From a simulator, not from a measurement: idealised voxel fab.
voxel tone inversion: a process module
Cross-section cut: width 230 nm, square cells of 5 nm.
In what follows, cross-sections appear as grids of square cells, described through bands that run from the top down, where every band is one or more rows of cells.
First you get the band's top height and its bottom height, in nm, and then the materials it's made of, left to right, with each width in nm. If you see a single material with "throughout", that one covers the band edge to edge. "blank" is empty space.
It should be noted that heights are counted from 0, beneath which the wafer as supplied is of one material throughout, and that the lowest band possesses no lower boundary but continues downward, as written in "0 and below".
Graded width ("30 to 40"): value in top row of band = first number; value in bottom row = second number; row-to-row change constant.
Basically "identical to before" means that step didn't change any cell in the cross-section.
"Enclosed internal voids" means: voids of 8 cells or more that are shut off from the top with no open way through. Written width x height at distance, distance from the left edge, in nm.
On a step's line, text after the settings is the simulator commenting on that step.
overlay nm: for a step with a mask, the amount by which the mask lay right of where it was planned; a negative amount means left of it.

Below is the list of planned process steps
1) RECEIVE: material Si
2) CONFORMAL_DEP: material SiCN, thk nm 10
3) DIRECTIONAL_DEP: material polySi, thk nm 20
4) PATTERN: tone cover, mask id POSTS, material resist, width nm 15, pitch nm 40, thk nm 30, overlay nm 0
5) DIRECTIONAL_ETCH: etch materials polySi, depth nm 20
6) STRIP: etch materials resist
7) FILL_DEP: material lowk, thk nm 10
8) CMP: height nm 30
9) STRIP: etch materials polySi
10) CONFORMAL_DEP: material TiN, thk nm 5
11) FILL_DEP: material Ru, thk nm 10
12) CMP: height nm 30
13) CONFORMAL_DEP: material SiN, thk nm 5

As-received state of the wafer in cross-section, equivalent to post-step 1
> 0 and below: Si throughout
> Enclosed internal voids: none

Below is the wafer in cross-section after the module was completed. It began from the starting point shown above and followed the plan shown above, except that one mistake was made while running it
> 35 down to 30: SiN throughout
> 30 down to 20: SiCN throughout
> 20 down to 0: polySi throughout
> 0 and below: Si throughout
> Enclosed internal voids: none
What was done differently from what was planned? step 2 ran in the slot meant for step 3, and vice versa
